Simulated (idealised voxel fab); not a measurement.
Process module, titled voxel transistor to metal
Square cell edge 5 nm, section width 280 nm, ID cut.
If you're reading a cross-section in this doc, picture square cells in a grid; it comes to you as bands, top ones listed first down to the bottom, and a band can be one or more rows of cells. This entry defines a band. It first specifies the height of the band's top and the height of its bottom in nm, and then specifies the band's materials from left to right, stating each material with its width in nm. The word "everywhere" identifies a single material that fills the band from edge to edge, while the word "empty" identifies empty space. Heights are expressed relative to 0, this being the level below which the as-received wafer comprises one material exclusively. The lowest band is unbounded in the downward direction and is denoted as in "z 0 and below". Note: "30..40" means the width goes from the first number (top row of the band) to the second number (bottom row) in equal steps per row of cells. Basically "no modifications" means that step didn't change any cell in the cross-section. Any empty space of 8 cells or more lacking an open way to the top shows up in "Closed void catalog" as width x height at distance, distance from the left edge, in nm. It should be noted that, on the line of a given step, the content following the step's settings is a remark produced by the simulator itself with respect to that step. overlay nm: step with mask; distance mask lay right of planned place; negative value = left of planned place.

[Planned process steps]
1 RECEIVE,material Si
2 OXIDIZE,depth nm 5
3 CONFORMAL_DEP,material SiN,thk nm 10
4 MASKED_ETCH,tone cover,mask id ACTIVE,width nm 110,pitch nm 140,etch materials SiN,depth nm 10,overlay nm 0
5 MASKED_ETCH,tone cover,mask id ACTIVE,width nm 110,pitch nm 140,etch materials SiO2,depth nm 5,overlay nm 0
6 MASKED_ETCH,tone cover,mask id ACTIVE,width nm 110,pitch nm 140,etch materials Si,depth nm 25,overlay nm 0
7 FILL_DEP,material SiO2,thk nm 15
8 CMP,height nm 10
9 SELECTIVE_ETCH,etch materials SiO2,depth nm 5
10 STRIP,etch materials SiN
11 SELECTIVE_ETCH,etch materials SiO2,depth nm 5
12 OXIDIZE,depth nm 5
13 DIRECTIONAL_DEP,material polySi,thk nm 20
14 DIRECTIONAL_DEP,material SiCN,thk nm 15
15 DIRECTIONAL_DEP,material aC,thk nm 10
16 PATTERN,tone cover,mask id GATE,material resist,width nm 30,pitch nm 140,thk nm 30,overlay nm 0
17 DIRECTIONAL_ETCH,etch materials aC,depth nm 10
18 STRIP,etch materials resist
19 DIRECTIONAL_ETCH,etch materials SiCN,depth nm 25
20 DIRECTIONAL_ETCH,etch materials polySi,depth nm 30
21 STRIP,etch materials aC
22 CONFORMAL_DEP,material SiN,thk nm 10
23 DIRECTIONAL_ETCH,etch materials SiN,depth nm 10
24 DIRECTIONAL_ETCH,etch materials SiO2,depth nm 5
25 DIRECTIONAL_ETCH,etch materials Si,depth nm 5
26 EPI,material pSi,thk nm 5
27 FILL_DEP,material SiO2,thk nm 5
28 CMP,height nm 15
29 STRIP,etch materials polySi
30 SELECTIVE_ETCH,etch materials SiO2,depth nm 5
31 CONFORMAL_DEP,material HfO2,thk nm 5
32 CONFORMAL_DEP,material TiN,thk nm 5
33 FILL_DEP,material W,thk nm 5
34 CMP,height nm 10
35 DIRECTIONAL_DEP,material SiO2,thk nm 15
36 DIRECTIONAL_DEP,material aC,thk nm 10
37 PATTERN,tone open,mask id CONTACT,material resist,width nm 20,thk nm 25,overlay nm 0
38 DIRECTIONAL_ETCH,etch materials aC,depth nm 10
39 STRIP,etch materials resist
40 DIRECTIONAL_ETCH,etch materials SiO2,depth nm 35
41 STRIP,etch materials aC
42 CONFORMAL_DEP,material TiN,thk nm 5
43 FILL_DEP,material W,thk nm 10
44 CMP,height nm 25
45 CONFORMAL_DEP,material SiN,thk nm 5
46 DIRECTIONAL_DEP,material SiO2,thk nm 20
47 DIRECTIONAL_DEP,material aC,thk nm 15
48 PATTERN,tone open,mask id METAL_1,material resist,width nm 20,thk nm 35,overlay nm 0
49 DIRECTIONAL_ETCH,etch materials aC,depth nm 15
50 STRIP,etch materials resist
51 DIRECTIONAL_ETCH,etch materials SiO2,depth nm 20
52 DIRECTIONAL_ETCH,etch materials SiN,depth nm 5
53 STRIP,etch materials aC
54 CONFORMAL_DEP,material TiN,thk nm 5
55 FILL_DEP,material Cu,thk nm 5
56 CMP,height nm 50
57 EPI,material Ru,thk nm 5
58 FILL_DEP,material SiCN,thk nm 5
59 DIRECTIONAL_DEP,material lowk,thk nm 30
60 MASKED_ETCH,tone open,mask id METAL_2_HOLES,width nm 15,pitch nm 140,etch materials lowk,depth nm 30,overlay nm 0
61 PATTERN,tone open,mask id METAL_2,material resist,width nm 20,pitch nm 140,thk nm 15,overlay nm 0
62 DIRECTIONAL_ETCH,etch materials lowk,depth nm 15
63 DIRECTIONAL_ETCH,etch materials SiCN,depth nm 5
64 STRIP,etch materials resist
65 CONFORMAL_DEP,material TiN,thk nm 5
66 FILL_DEP,material Cu,thk nm 5
67 CMP,height nm 90
68 CONFORMAL_DEP,material SiCN,thk nm 5

[Step 1 complete: cross-section of the wafer as received]
  z 0 and below = Si everywhere
  Closed void catalog: none

[a wafer at the end: this start, this plan, one mistake]
  z 95 to 90 = SiCN everywhere
  z 90 to 85 = 10 nm Cu, then 15 nm TiN, then 10 nm Cu, then 15 nm TiN, then 40 nm Cu, then 40 nm TiN, then 20 nm Cu, then 15 nm TiN, then 10 nm Cu, then 15 nm TiN, then 40 nm Cu, then 40 nm TiN, then 10 nm Cu
  z 85 to 80 = 15 nm TiN, then 5 nm lowk, then 5 nm TiN, then 10 nm Cu, then 5 nm TiN, then 5 nm lowk, then 50 nm TiN, then 30 nm lowk, then 30 nm TiN, then 5 nm lowk, then 5 nm TiN, then 10 nm Cu, then 5 nm TiN, then 5 nm lowk, then 50 nm TiN, then 30 nm lowk, then 15 nm TiN
  z 80 to 70 = 20 nm lowk, then 5 nm TiN, then 10..5 nm Cu, then 5..10 nm TiN, then 120 nm lowk, then 5 nm TiN, then 10..5 nm Cu, then 5..10 nm TiN, then 100 nm lowk
  z 70 to 60 = 20 nm lowk, then 5 nm TiN, then 5 nm Cu, then 5 nm TiN, then 125 nm lowk, then 5 nm TiN, then 5 nm Cu, then 5 nm TiN, then 105 nm lowk
  z 60 to 55 = 20 nm lowk, then 15 nm TiN, then 125 nm lowk, then 15 nm TiN, then 105 nm lowk
  z 55 to 50 = 15 nm lowk, then 30 nm Ru, then 50 nm lowk, then 30 nm Ru, then 30 nm lowk, then 30 nm Ru, then 50 nm lowk, then 30 nm Ru, then 15 nm lowk
  z 50 to 30 = 20 nm SiO2, then 5 nm TiN, then 10 nm Cu, then 5 nm TiN, then 60 nm SiO2, then 5 nm TiN, then 10 nm Cu, then 5 nm TiN, then 40 nm SiO2, then 5 nm TiN, then 10 nm Cu, then 5 nm TiN, then 60 nm SiO2, then 5 nm TiN, then 10 nm Cu, then 5 nm TiN, then 20 nm SiO2
  z 30 to 25 = 20 nm SiN, then 20 nm TiN, then 60 nm SiN, then 20 nm TiN, then 40 nm SiN, then 20 nm TiN, then 60 nm SiN, then 20 nm TiN, then 20 nm SiN
  z 25 to 10 = 20 nm SiO2, then 5 nm TiN, then 10 nm W, then 5 nm TiN, then 60 nm SiO2, then 5 nm TiN, then 10 nm W, then 5 nm TiN, then 40 nm SiO2, then 5 nm TiN, then 10 nm W, then 5 nm TiN, then 60 nm SiO2, then 5 nm TiN, then 10 nm W, then 5 nm TiN, then 20 nm SiO2
  z 10 to 0 = 20 nm SiO2, then 5 nm TiN, then 10 nm W, then 5 nm TiN, then 5 nm SiO2, then 10 nm SiN, then 5 nm HfO2, then 5 nm TiN, then 10 nm W, then 5 nm TiN, then 5 nm HfO2, then 10 nm SiN, then 5 nm SiO2, then 5 nm TiN, then 10 nm W, then 5 nm TiN, then 40 nm SiO2, then 5 nm TiN, then 10 nm W, then 5 nm TiN, then 5 nm SiO2, then 10 nm SiN, then 5 nm HfO2, then 5 nm TiN, then 10 nm W, then 5 nm TiN, then 5 nm HfO2, then 10 nm SiN, then 5 nm SiO2, then 5 nm TiN, then 10 nm W, then 5 nm TiN, then 20 nm SiO2
  z 0 to -5 = 10 nm SiO2, then 10 nm SiN, then 10 nm TiN, then 5 nm W, then 5 nm TiN, then 5 nm SiO2, then 10 nm SiN, then 5 nm HfO2, then 20 nm TiN, then 5 nm HfO2, then 10 nm SiN, then 5 nm SiO2, then 5 nm TiN, then 5 nm W, then 10 nm TiN, then 10 nm SiN, then 20 nm SiO2, then 10 nm SiN, then 10 nm TiN, then 5 nm W, then 5 nm TiN, then 5 nm SiO2, then 10 nm SiN, then 5 nm HfO2, then 20 nm TiN, then 5 nm HfO2, then 10 nm SiN, then 5 nm SiO2, then 5 nm TiN, then 5 nm W, then 10 nm TiN, then 10 nm SiN, then 10 nm SiO2
  z -5 to -10 = 20 nm SiO2, then 5 nm pSi, then 15 nm TiN, then 5 nm pSi, then 5 nm SiO2, then 40 nm HfO2, then 5 nm SiO2, then 5 nm pSi, then 15 nm TiN, then 5 nm pSi, then 40 nm SiO2, then 5 nm pSi, then 15 nm TiN, then 5 nm pSi, then 5 nm SiO2, then 40 nm HfO2, then 5 nm SiO2, then 5 nm pSi, then 15 nm TiN, then 5 nm pSi, then 20 nm SiO2
  z -10 to -15 = 15 nm SiO2, then 5 nm Si, then 25 nm pSi, then 50 nm Si, then 25 nm pSi, then 5 nm Si, then 30 nm SiO2, then 5 nm Si, then 25 nm pSi, then 50 nm Si, then 25 nm pSi, then 5 nm Si, then 15 nm SiO2
  z -15 to -30 = 15 nm SiO2, then 110 nm Si, then 30 nm SiO2, then 110 nm Si, then 15 nm SiO2
  z -30 and below = Si everywhere
  Closed void catalog: none
Deviation noted in wafer processing: with respect to the plan, step 58 was omitted and not executed
